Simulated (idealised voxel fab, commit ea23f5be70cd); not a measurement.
process module | voxel lift off
cross-section cut | 295 nm wide | cells 5 nm
A cross-section is a grid of square cells, given in bands from the top down. A band is one or more rows of cells.
Each band's line starts with the height of the band's top and of its bottom, in nm. Then come its materials from left to right, each with its width in nm. One material with "throughout" fills the band from edge to edge. "air" is empty space.
Height 0 is the level under which the wafer as received is all one material. The lowest band goes on downwards, as in "0 down".
A width such as "30 to 40" changes by the same amount from each row of cells to the next, from the band's top row to its bottom row.
"no change" after a step means that no cell of the cross-section changed.
closed voids: empty space of 8 cells or more with no open way to the top, each as width x height at its distance from the left edge, in nm
after a step's settings: what the simulator itself notes on the step
overlay nm, on a step with a mask: how far to the right of its planned place the mask lay; to the left if negative
plan
1 op RECEIVE | material Si
2 op CONFORMAL_DEP | material SiN | thk nm 10
3 op PATTERN | tone open | mask id LINES | material resist | width nm 20 | pitch nm 40 | thk nm 25 | overlay nm 0
4 op DIRECTIONAL_DEP | material Ru | thk nm 15
5 op STRIP | etch materials resist
6 op CONFORMAL_DEP | material SiN | thk nm 10
first wafer, as planned
as received, after step 1
  0 down: Si throughout
  closed voids: none
after step 2
  10 to 0: SiN throughout
  below 0: unchanged
after step 3
  35 to 10: resist 115 | air 20 | resist 20 | air 20 | resist 120
  below 10: unchanged
after step 4
  50 to 35: Ru 115 | air 20 | Ru 20 | air 20 | Ru 120
  35 to 25: resist 115 | air 20 | resist 20 | air 20 | resist 120
  25 to 10: resist 115 | Ru 20 | resist 20 | Ru 20 | resist 120
  below 10: unchanged
after step 5
  25 to 10: air 115 | Ru 20 | air 20 | Ru 20 | air 120
  below 10: unchanged
after step 6
  35 to 25: air 105 | SiN 80 | air 110
  25 to 20: air 105 | SiN 10 | Ru 20 | SiN 20 | Ru 20 | SiN 10 | air 110
  20 to 10: SiN 115 | Ru 20 | SiN 20 | Ru 20 | SiN 120
  below 10: unchanged
second wafer: like start, like plan, one mistake. Through step 1 it matches the first wafer
when step 2 should have ended
  15 to 0: SiN throughout
  below 0: unchanged
when step 3 should have ended
  40 to 15: resist 115 | air 20 | resist 20 | air 20 | resist 120
  below 15: unchanged
when step 4 should have ended
  55 to 40: Ru 115 | air 20 | Ru 20 | air 20 | Ru 120
  40 to 30: resist 115 | air 20 | resist 20 | air 20 | resist 120
  30 to 15: resist 115 | Ru 20 | resist 20 | Ru 20 | resist 120
  below 15: unchanged
when step 5 should have ended
  30 to 15: air 115 | Ru 20 | air 20 | Ru 20 | air 120
  below 15: unchanged
when step 6 should have ended
  40 to 30: air 105 | SiN 80 | air 110
  30 to 25: air 105 | SiN 10 | Ru 20 | SiN 20 | Ru 20 | SiN 10 | air 110
  25 to 15: SiN 115 | Ru 20 | SiN 20 | Ru 20 | SiN 120
  below 15: unchanged
what went wrong: step 2 ran as: op CONFORMAL_DEP | material SiN | thk nm 15
at the end the second wafer has, in cells: 59 more of SiN
